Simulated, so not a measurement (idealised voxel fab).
This is a process module. Its name is voxel double patterning.
The figure presents cross-section cut, which has a width of 295 nm and is divided into square cells with an edge length of 5 nm.
Reading order for cross-sections: top band down to bottom band. Underlying form: a grid of square cells. Band size: one or more rows of cells.
The band entry comprises the height of the band's top followed by the height of its bottom, expressed in nm, and subsequently the band's materials from left to right, each stated together with its width in nm. Where a single material is marked with the word "everywhere", that material fills the band from edge to edge. The word "air" represents empty space.
Height is counted from the level 0, under which the received wafer is composed throughout of one material. The lowest of the bands is not closed at the bottom but continues downward, in the notation "z 0 and below".
Graded width ("30->40"): value in top row of band = first number; value in bottom row = second number; row-to-row change constant.
"remains unaltered" (step): cross-section cells unchanged, all of them.
Entry "Closed void register". Content: empty spaces with no open connection to the top, size 8 cells or greater. Each: width x height at distance. Distance: from left edge. Unit: nm.
What comes after the settings on a step's line is commentary from the simulator itself on that step.
Each step line may optionally specify "overlay nm", which for a step with a mask gives the rightward distance between the mask's planned place and where it lay, a negative value indicating the leftward direction.

Steps planned for the process:
1) RECEIVE | material Si
2) CONFORMAL_DEP | material SiN | thk nm 5
3) DIRECTIONAL_DEP | material SiO2 | thk nm 10
4) DIRECTIONAL_DEP | material SiCN | thk nm 10
5) MASKED_ETCH | tone open | mask id FIRST | width nm 15 | pitch nm 50 | etch materials SiCN | depth nm 10 | overlay nm 0
6) PATTERN | tone open | mask id SECOND | material resist | width nm 15 | thk nm 15 | overlay nm -15
7) DIRECTIONAL_ETCH | etch materials SiCN | depth nm 10
8) STRIP | etch materials resist
9) DIRECTIONAL_ETCH | etch materials SiO2 | depth nm 10
10) STRIP | etch materials SiCN
Heads up: all these wafers start the same, and what changes between them is the overlay nm in step 6. The value you see in the plan is just what the first wafer got.

The first of several wafers, as received after step 1, seen in section:
- z 0 and below = Si everywhere
- Closed void register: none

Below: a row per wafer. Contents at end of module: for every material, cells gained since receipt (+) or lost since receipt (-); then closed voids:
overlay nm -15 | +59 SiN | +102 SiO2 | Closed void register: none
overlay nm -10 | +59 SiN | +100 SiO2 | Closed void register: none
overlay nm -5 | +59 SiN | +100 SiO2 | Closed void register: none
overlay nm 0 | +59 SiN | +100 SiO2 | Closed void register: none
overlay nm 5 | +59 SiN | +100 SiO2 | Closed void register: none
overlay nm 10 | +59 SiN | +100 SiO2 | Closed void register: none
overlay nm 15 | +59 SiN | +102 SiO2 | Closed void register: none
